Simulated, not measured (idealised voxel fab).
Process module under the name voxel capacitor over wiring
Square cell edge 5 nm, section width 205 nm, ID cut.
Think of the cross-section as a grid of square cells. We describe it in bands, top to bottom, and each band covers one or more rows of those cells. Quick guide to a band line: top height, bottom height (nm) up front; then every material left to right with its width in nm. Only one material and it's marked "full width"? Then it fills the band edge to edge. And "empty" just means empty space. Beneath 0, the wafer as received is one material, and that level is where height counting begins. The lowest band goes on downward without a bottom; it is written like "from 0 down". Quick explanation for "30 to 40": the width changes in equal steps down the rows of cells, from the first number in the band's top row to the second number in its bottom row. A step reported as "left unchanged" is a step in which no cell of the cross-section changed. Trapped voids: empty space of 8 cells or more with no open way to the top, each as width x height at its distance from the left edge, in nm. Formally, on a step line, whatever follows the settings is a remark that the simulator itself makes on the step. A step's line can hold "overlay nm"; with a mask on that step, the setting says how far right of the planned place the mask lay, while a negative setting says it lay to the left.

THESE ARE THE STEPS WE PLANNED FOR THE PROCESS
- 1: RECEIVE, material Si
- 2: CONFORMAL_DEP, material SiO2, thk nm 10
- 3: DIRECTIONAL_DEP, material TiN, thk nm 5
- 4: DIRECTIONAL_DEP, material Ru, thk nm 20
- 5: MASKED_ETCH, tone cover, mask id METAL_1, width nm 25, pitch nm 90, etch materials Ru, depth nm 20, overlay nm 0
- 6: MASKED_ETCH, tone cover, mask id METAL_1, width nm 25, pitch nm 90, etch materials TiN, depth nm 5, overlay nm 0
- 7: CONFORMAL_DEP, material SiN, thk nm 5
- 8: FILL_DEP, material SiO2, thk nm 10
- 9: CMP, height nm 35
- 10: CONFORMAL_DEP, material SiCN, thk nm 5
- 11: DIRECTIONAL_DEP, material lowk, thk nm 20
- 12: DIRECTIONAL_DEP, material aC, thk nm 10
- 13: PATTERN, tone open, mask id PLUG_1, material resist, width nm 15, thk nm 30, overlay nm 0
- 14: DIRECTIONAL_ETCH, etch materials aC, depth nm 10
- 15: STRIP, etch materials resist
- 16: DIRECTIONAL_ETCH, etch materials lowk, depth nm 20
- 17: DIRECTIONAL_ETCH, etch materials SiCN, depth nm 5
- 18: STRIP, etch materials aC
- 19: EPI, material Ru, thk nm 10
- 20: EPI, material Ru, thk nm 10
- 21: EPI, material Ru, thk nm 5
- 22: DIRECTIONAL_DEP, material TiN, thk nm 10
- 23: DIRECTIONAL_DEP, material SiN, thk nm 5
- 24: DIRECTIONAL_DEP, material TiN, thk nm 5
- 25: PATTERN, tone cover, mask id UPPER_PLATE, material resist, width nm 70, thk nm 15, overlay nm 0
- 26: DIRECTIONAL_ETCH, etch materials TiN, depth nm 5
- 27: DIRECTIONAL_ETCH, etch materials SiN, depth nm 5
- 28: STRIP, etch materials resist
- 29: DIRECTIONAL_DEP, material aC, thk nm 15
- 30: PATTERN, tone cover, mask id LOWER_PLATE, material resist, width nm 80, thk nm 30, overlay nm 0
- 31: DIRECTIONAL_ETCH, etch materials aC, depth nm 15
- 32: STRIP, etch materials resist
- 33: DIRECTIONAL_ETCH, etch materials TiN, depth nm 10
- 34: STRIP, etch materials aC
- 35: FILL_DEP, material SiO2, thk nm 20
- 36: CMP, height nm 95
- 37: MASKED_ETCH, tone open, mask id PLUG_2, width nm 15, etch materials SiO2, depth nm 15, overlay nm 0
- 38: CONFORMAL_DEP, material TiN, thk nm 5
- 39: FILL_DEP, material W, thk nm 10
- 40: CMP, height nm 95
- 41: CONFORMAL_DEP, material SiN, thk nm 5

CONCERNING THE FIRST OF TWO WAFERS, WHICH WAS RUN IN ACCORDANCE WITH THE PLAN

WAFER AT RECEIPT (POST STEP 1), CROSS-SECTION
    from 0 down | Si full width
    Trapped voids: none

UPON COMPLETION OF STEP 2, THE WAFER APPEARS IN CROSS-SECTION AS SHOWN
    from 10 to 0 | SiO2 full width
    Everything below 0 is unchanged.

UPON COMPLETION OF STEP 3, THE WAFER APPEARS IN CROSS-SECTION AS SHOWN
    from 15 to 10 | TiN full width
    Everything below 10 is unchanged.

UPON COMPLETION OF STEP 4, THE WAFER APPEARS IN CROSS-SECTION AS SHOWN
    from 35 to 15 | Ru full width
    Everything below 15 is unchanged.

UPON COMPLETION OF STEP 5, THE WAFER APPEARS IN CROSS-SECTION AS SHOWN
    from 35 to 15 | empty=45, Ru=25, empty=65, Ru=25, empty=45
    Everything below 15 is unchanged.

UPON COMPLETION OF STEP 6, THE WAFER APPEARS IN CROSS-SECTION AS SHOWN
    from 35 to 15 | empty=45, Ru=25, empty=65, Ru=25, empty=45
    from 15 to 10 | empty=45, TiN=25, empty=65, TiN=25, empty=45
    Everything below 10 is unchanged.

UPON COMPLETION OF STEP 7, THE WAFER APPEARS IN CROSS-SECTION AS SHOWN
    from 40 to 35 | empty=40, SiN=35, empty=55, SiN=35, empty=40
    from 35 to 15 | empty=40, SiN=5, Ru=25, SiN=5, empty=55, SiN=5, Ru=25, SiN=5, empty=40
    from 15 to 10 | SiN=45, TiN=25, SiN=65, TiN=25, SiN=45
    Everything below 10 is unchanged.

UPON COMPLETION OF STEP 8, THE WAFER APPEARS IN CROSS-SECTION AS SHOWN
    from 50 to 40 | SiO2 full width
    from 40 to 35 | SiO2=40, SiN=35, SiO2=55, SiN=35, SiO2=40
    from 35 to 15 | SiO2=40, SiN=5, Ru=25, SiN=5, SiO2=55, SiN=5, Ru=25, SiN=5, SiO2=40
    Everything below 15 is unchanged.

UPON COMPLETION OF STEP 9, THE WAFER APPEARS IN CROSS-SECTION AS SHOWN
    from 35 to 15 | SiO2=40, SiN=5, Ru=25, SiN=5, SiO2=55, SiN=5, Ru=25, SiN=5, SiO2=40
    Everything below 15 is unchanged.

UPON COMPLETION OF STEP 10, THE WAFER APPEARS IN CROSS-SECTION AS SHOWN
    from 40 to 35 | SiCN full width
    Everything below 35 is unchanged.

UPON COMPLETION OF STEP 11, THE WAFER APPEARS IN CROSS-SECTION AS SHOWN
    from 60 to 40 | lowk full width
    Everything below 40 is unchanged.

UPON COMPLETION OF STEP 12, THE WAFER APPEARS IN CROSS-SECTION AS SHOWN
    from 70 to 60 | aC full width
    Everything below 60 is unchanged.

UPON COMPLETION OF STEP 13, THE WAFER APPEARS IN CROSS-SECTION AS SHOWN
    from 100 to 70 | resist=55, empty=15, resist=135
    Everything below 70 is unchanged.

UPON COMPLETION OF STEP 14, THE WAFER APPEARS IN CROSS-SECTION AS SHOWN
    from 90 to 70 | resist=55, empty=15, resist=135
    from 70 to 60 | aC=55, empty=15, aC=135
    Everything below 60 is unchanged.

UPON COMPLETION OF STEP 15, THE WAFER APPEARS IN CROSS-SECTION AS SHOWN
    from 70 to 60 | aC=55, empty=15, aC=135
    Everything below 60 is unchanged.

UPON COMPLETION OF STEP 16, THE WAFER APPEARS IN CROSS-SECTION AS SHOWN
    from 70 to 60 | aC=55, empty=15, aC=135
    from 60 to 40 | lowk=55, empty=15, lowk=135
    Everything below 40 is unchanged.

UPON COMPLETION OF STEP 17, THE WAFER APPEARS IN CROSS-SECTION AS SHOWN
    from 70 to 60 | aC=55, empty=15, aC=135
    from 60 to 40 | lowk=55, empty=15, lowk=135
    from 40 to 35 | SiCN=55, empty=15, SiCN=135
    Everything below 35 is unchanged.

UPON COMPLETION OF STEP 18, THE WAFER APPEARS IN CROSS-SECTION AS SHOWN
    from 60 to 40 | lowk=55, empty=15, lowk=135
    Everything below 40 is unchanged.

UPON COMPLETION OF STEP 19, THE WAFER APPEARS IN CROSS-SECTION AS SHOWN
    from 60 to 45 | lowk=55, empty=15, lowk=135
    from 45 to 40 | lowk=55, Ru=15, lowk=135
    from 40 to 35 | SiCN=55, Ru=15, SiCN=135
    Everything below 35 is unchanged.

UPON COMPLETION OF STEP 20, THE WAFER APPEARS IN CROSS-SECTION AS SHOWN
    from 60 to 55 | lowk=55, empty=15, lowk=135
    from 55 to 40 | lowk=55, Ru=15, lowk=135
    Everything below 40 is unchanged.

UPON COMPLETION OF STEP 21, THE WAFER APPEARS IN CROSS-SECTION AS SHOWN
    from 60 to 40 | lowk=55, Ru=15, lowk=135
    Everything below 40 is unchanged.

UPON COMPLETION OF STEP 22, THE WAFER APPEARS IN CROSS-SECTION AS SHOWN
    from 70 to 60 | TiN full width
    Everything below 60 is unchanged.

UPON COMPLETION OF STEP 23, THE WAFER APPEARS IN CROSS-SECTION AS SHOWN
    from 75 to 70 | SiN full width
    Everything below 70 is unchanged.

UPON COMPLETION OF STEP 24, THE WAFER APPEARS IN CROSS-SECTION AS SHOWN
    from 80 to 75 | TiN full width
    Everything below 75 is unchanged.

UPON COMPLETION OF STEP 25, THE WAFER APPEARS IN CROSS-SECTION AS SHOWN
    from 95 to 80 | empty=55, resist=70, empty=80
    Everything below 80 is unchanged.

UPON COMPLETION OF STEP 26, THE WAFER APPEARS IN CROSS-SECTION AS SHOWN
    from 95 to 80 | empty=55, resist=70, empty=80
    from 80 to 75 | empty=55, TiN=70, empty=80
    Everything below 75 is unchanged.

UPON COMPLETION OF STEP 27, THE WAFER APPEARS IN CROSS-SECTION AS SHOWN
    from 95 to 80 | empty=55, resist=70, empty=80
    from 80 to 75 | empty=55, TiN=70, empty=80
    from 75 to 70 | empty=55, SiN=70, empty=80
    Everything below 70 is unchanged.

UPON COMPLETION OF STEP 28, THE WAFER APPEARS IN CROSS-SECTION AS SHOWN
    from 80 to 75 | empty=55, TiN=70, empty=80
    Everything below 75 is unchanged.

UPON COMPLETION OF STEP 29, THE WAFER APPEARS IN CROSS-SECTION AS SHOWN
    from 95 to 85 | empty=55, aC=70, empty=80
    from 85 to 80 | aC full width
    from 80 to 75 | aC=55, TiN=70, aC=80
    from 75 to 70 | aC=55, SiN=70, aC=80
    Everything below 70 is unchanged.

UPON COMPLETION OF STEP 30, THE WAFER APPEARS IN CROSS-SECTION AS SHOWN
    from 125 to 95 | empty=50, resist=80, empty=75
    from 95 to 85 | empty=50, resist=5, aC=70, resist=5, empty=75
    Everything below 85 is unchanged.

UPON COMPLETION OF STEP 31, THE WAFER APPEARS IN CROSS-SECTION AS SHOWN
    from 110 to 95 | empty=50, resist=80, empty=75
    from 95 to 85 | empty=50, resist=5, aC=70, resist=5, empty=75
    from 85 to 80 | empty=50, aC=80, empty=75
    from 80 to 75 | empty=50, aC=5, TiN=70, aC=5, empty=75
    from 75 to 70 | empty=50, aC=5, SiN=70, aC=5, empty=75
    Everything below 70 is unchanged.

UPON COMPLETION OF STEP 32, THE WAFER APPEARS IN CROSS-SECTION AS SHOWN
    from 95 to 85 | empty=55, aC=70, empty=80
    Everything below 85 is unchanged.

UPON COMPLETION OF STEP 33, THE WAFER APPEARS IN CROSS-SECTION AS SHOWN
    from 95 to 85 | empty=55, aC=70, empty=80
    from 85 to 80 | empty=50, aC=80, empty=75
    from 80 to 75 | empty=50, aC=5, TiN=70, aC=5, empty=75
    from 75 to 70 | empty=50, aC=5, SiN=70, aC=5, empty=75
    from 70 to 60 | empty=50, TiN=80, empty=75
    Everything below 60 is unchanged.

UPON COMPLETION OF STEP 34, THE WAFER APPEARS IN CROSS-SECTION AS SHOWN
    from 80 to 75 | empty=55, TiN=70, empty=80
    from 75 to 70 | empty=55, SiN=70, empty=80
    Everything below 70 is unchanged.

UPON COMPLETION OF STEP 35, THE WAFER APPEARS IN CROSS-SECTION AS SHOWN
    from 100 to 80 | SiO2 full width
    from 80 to 75 | SiO2=55, TiN=70, SiO2=80
    from 75 to 70 | SiO2=55, SiN=70, SiO2=80
    from 70 to 60 | SiO2=50, TiN=80, SiO2=75
    Everything below 60 is unchanged.

UPON COMPLETION OF STEP 36, THE WAFER APPEARS IN CROSS-SECTION AS SHOWN
    from 95 to 80 | SiO2 full width
    Everything below 80 is unchanged.

UPON COMPLETION OF STEP 37, THE WAFER APPEARS IN CROSS-SECTION AS SHOWN
    from 95 to 80 | SiO2=65, empty=15, SiO2=125
    Everything below 80 is unchanged.

UPON COMPLETION OF STEP 38, THE WAFER APPEARS IN CROSS-SECTION AS SHOWN
    from 100 to 95 | TiN=70, empty=5, TiN=130
    from 95 to 85 | SiO2=65, TiN=5, empty=5, TiN=5, SiO2=125
    from 85 to 75 | SiO2=65 to 55, TiN=15 to 70, SiO2=125 to 80
    Everything below 75 is unchanged.

UPON COMPLETION OF STEP 39, THE WAFER APPEARS IN CROSS-SECTION AS SHOWN
    from 110 to 100 | W full width
    from 100 to 95 | TiN=70, W=5, TiN=130
    from 95 to 85 | SiO2=65, TiN=5, W=5, TiN=5, SiO2=125
    Everything below 85 is unchanged.

UPON COMPLETION OF STEP 40, THE WAFER APPEARS IN CROSS-SECTION AS SHOWN
    from 95 to 85 | SiO2=65, TiN=5, W=5, TiN=5, SiO2=125
    Everything below 85 is unchanged.

UPON COMPLETION OF STEP 41, THE WAFER APPEARS IN CROSS-SECTION AS SHOWN
    from 100 to 95 | SiN full width
    Everything below 95 is unchanged.

IT IS TO BE NOTED THAT THE SECOND WAFER PROCEEDED FROM THE SAME INITIAL STATE AND ACCORDING TO THE SAME PLAN AS THE FIRST, ALTHOUGH ONE MISTAKE WAS COMMITTED IN ITS EXECUTION; THROUGH STEP 22, INCLUSIVE, THE TWO WAFERS SHARE AN IDENTICAL HISTORY

At the planned end of step 23, the second wafer in cross-section: left unchanged

AT THE PLANNED END OF STEP 24, THE SECOND WAFER IN CROSS-SECTION
    from 75 to 60 | TiN full width
    Everything below 60 is unchanged.

AT THE PLANNED END OF STEP 25, THE SECOND WAFER IN CROSS-SECTION
    from 90 to 75 | empty=55, resist=70, empty=80
    Everything below 75 is unchanged.

AT THE PLANNED END OF STEP 26, THE SECOND WAFER IN CROSS-SECTION
    from 90 to 75 | empty=55, resist=70, empty=80
    from 75 to 70 | empty=55, TiN=70, empty=80
    Everything below 70 is unchanged.

At the planned end of step 27, the second wafer in cross-section: left unchanged

AT THE PLANNED END OF STEP 28, THE SECOND WAFER IN CROSS-SECTION
    from 75 to 70 | empty=55, TiN=70, empty=80
    Everything below 70 is unchanged.

AT THE PLANNED END OF STEP 29, THE SECOND WAFER IN CROSS-SECTION
    from 90 to 85 | empty=55, aC=70, empty=80
    from 85 to 75 | aC full width
    from 75 to 70 | aC=55, TiN=70, aC=80
    Everything below 70 is unchanged.

AT THE PLANNED END OF STEP 30, THE SECOND WAFER IN CROSS-SECTION
    from 120 to 90 | empty=50, resist=80, empty=75
    from 90 to 85 | empty=50, resist=5, aC=70, resist=5, empty=75
    Everything below 85 is unchanged.

AT THE PLANNED END OF STEP 31, THE SECOND WAFER IN CROSS-SECTION
    from 105 to 90 | empty=50, resist=80, empty=75
    from 90 to 85 | empty=50, resist=5, aC=70, resist=5, empty=75
    from 85 to 75 | empty=50, aC=80, empty=75
    from 75 to 70 | empty=50, aC=5, TiN=70, aC=5, empty=75
    Everything below 70 is unchanged.

AT THE PLANNED END OF STEP 32, THE SECOND WAFER IN CROSS-SECTION
    from 90 to 85 | empty=55, aC=70, empty=80
    Everything below 85 is unchanged.

AT THE PLANNED END OF STEP 33, THE SECOND WAFER IN CROSS-SECTION
    from 90 to 85 | empty=55, aC=70, empty=80
    from 85 to 75 | empty=50, aC=80, empty=75
    from 75 to 70 | empty=50, aC=5, TiN=70, aC=5, empty=75
    from 70 to 60 | empty=50, TiN=80, empty=75
    Everything below 60 is unchanged.

AT THE PLANNED END OF STEP 34, THE SECOND WAFER IN CROSS-SECTION
    from 75 to 70 | empty=55, TiN=70, empty=80
    Everything below 70 is unchanged.

AT THE PLANNED END OF STEP 35, THE SECOND WAFER IN CROSS-SECTION
    from 95 to 75 | SiO2 full width
    from 75 to 70 | SiO2=55, TiN=70, SiO2=80
    from 70 to 60 | SiO2=50, TiN=80, SiO2=75
    Everything below 60 is unchanged.

At the planned end of step 36, the second wafer in cross-section: left unchanged

AT THE PLANNED END OF STEP 37, THE SECOND WAFER IN CROSS-SECTION
    from 95 to 80 | SiO2=65, empty=15, SiO2=125
    Everything below 80 is unchanged.

AT THE PLANNED END OF STEP 38, THE SECOND WAFER IN CROSS-SECTION
    from 100 to 95 | TiN=70, empty=5, TiN=130
    from 95 to 85 | SiO2=65, TiN=5, empty=5, TiN=5, SiO2=125
    from 85 to 80 | SiO2=65, TiN=15, SiO2=125
    Everything below 80 is unchanged.

AT THE PLANNED END OF STEP 39, THE SECOND WAFER IN CROSS-SECTION
    from 110 to 100 | W full width
    from 100 to 95 | TiN=70, W=5, TiN=130
    from 95 to 85 | SiO2=65, TiN=5, W=5, TiN=5, SiO2=125
    Everything below 85 is unchanged.

AT THE PLANNED END OF STEP 40, THE SECOND WAFER IN CROSS-SECTION
    from 95 to 85 | SiO2=65, TiN=5, W=5, TiN=5, SiO2=125
    Everything below 85 is unchanged.

AT THE PLANNED END OF STEP 41, THE SECOND WAFER IN CROSS-SECTION
    from 100 to 95 | SiN full width
    Everything below 95 is unchanged.
Here's what went sideways: step 23 from the plan never happened, it was just skipped
The final cell counts differ between the wafers, with the second having more or fewer of some materials than the first: SiN: 14 fewer; SiO2: 14 more
